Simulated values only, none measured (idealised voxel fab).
Herein follows the process module entitled voxel air gaps.
We display cut, a cross-section 235 nm in width whose square cells are each 5 nm.
We lay out every cross-section as a grid of square cells and spell it out in bands from the top down, where one band means one or more rows of cells. Heads up on the band format: heights come first, top then bottom, in nm. After that it's the materials left to right, each with its width in nm. A single material flagged "everywhere" fills the whole band edge to edge, and "air" means there's empty space there. Heights are measured from 0, the level below which the as-received wafer is all one material; the lowest band has no bottom and continues downward, written as in "0 and below". Read "30->40" as a graded width: first number on top, second number at the bottom, same change between each pair of neighbouring rows. For the purposes of this document, the phrase "no alteration" attached to a step denotes that no cell within the cross-section was modified by that step. What "Closed voids list" gives you is every empty space of 8 cells or more that is cut off from the top. Each appears as width x height at distance, with the distance taken from the left edge and width, height and distance all in nm. Post-settings text on a step line: simulator's own remark regarding the step. The line of a step may include "overlay nm". On a step with a mask, this value is how far to the right of its planned place the mask lay. A negative value means the mask lay to the left.
**Below is the list of planned process steps**
1) RECEIVE,material Si
2) CONFORMAL_DEP,material SiO2,thk nm 15
3) CONFORMAL_DEP,material SiCN,thk nm 5
4) DIRECTIONAL_DEP,material lowk,thk nm 30
5) PATTERN,tone open,mask id LINES,material resist,width nm 20,pitch nm 50,thk nm 15,overlay nm 0
6) DIRECTIONAL_ETCH,etch materials lowk,depth nm 30
7) STRIP,etch materials resist
8) CONFORMAL_DEP,material TiN,thk nm 5
9) FILL_DEP,material W,thk nm 5
10) CMP,height nm 50
11) EPI,material Ru,thk nm 10
12) SELECTIVE_ETCH,etch materials lowk,depth nm 40
13) CONFORMAL_DEP,material SiCN,thk nm 5
**As-received state of the wafer in cross-section, equivalent to post-step 1**
	0 and below = Si everywhere
	Closed voids list: none
**Below is the wafer in cross-section after the module was completed. It began from the starting point shown above and followed the plan shown above, except that one mistake was made while running it**
	65 down to 60 = SiCN everywhere
	60 down to 50 = Ru everywhere
	50 down to 25 = W 50  TiN 5  lowk 20  TiN 5  W 20  TiN 5  lowk 20  TiN 5  W 20  TiN 5  lowk 20  TiN 5  W 55
	25 down to 20 = TiN 55  lowk 20  TiN 30  lowk 20  TiN 30  lowk 20  TiN 60
	20 down to 15 = SiCN everywhere
	15 down to 0 = SiO2 everywhere
	0 and below = Si everywhere
	Closed voids list: none
Where did the run depart from the plan? step 5 off recipe, ran as PATTERN,tone cover,mask id LINES,material resist,width nm 20,pitch nm 50,thk nm 15,overlay nm 0
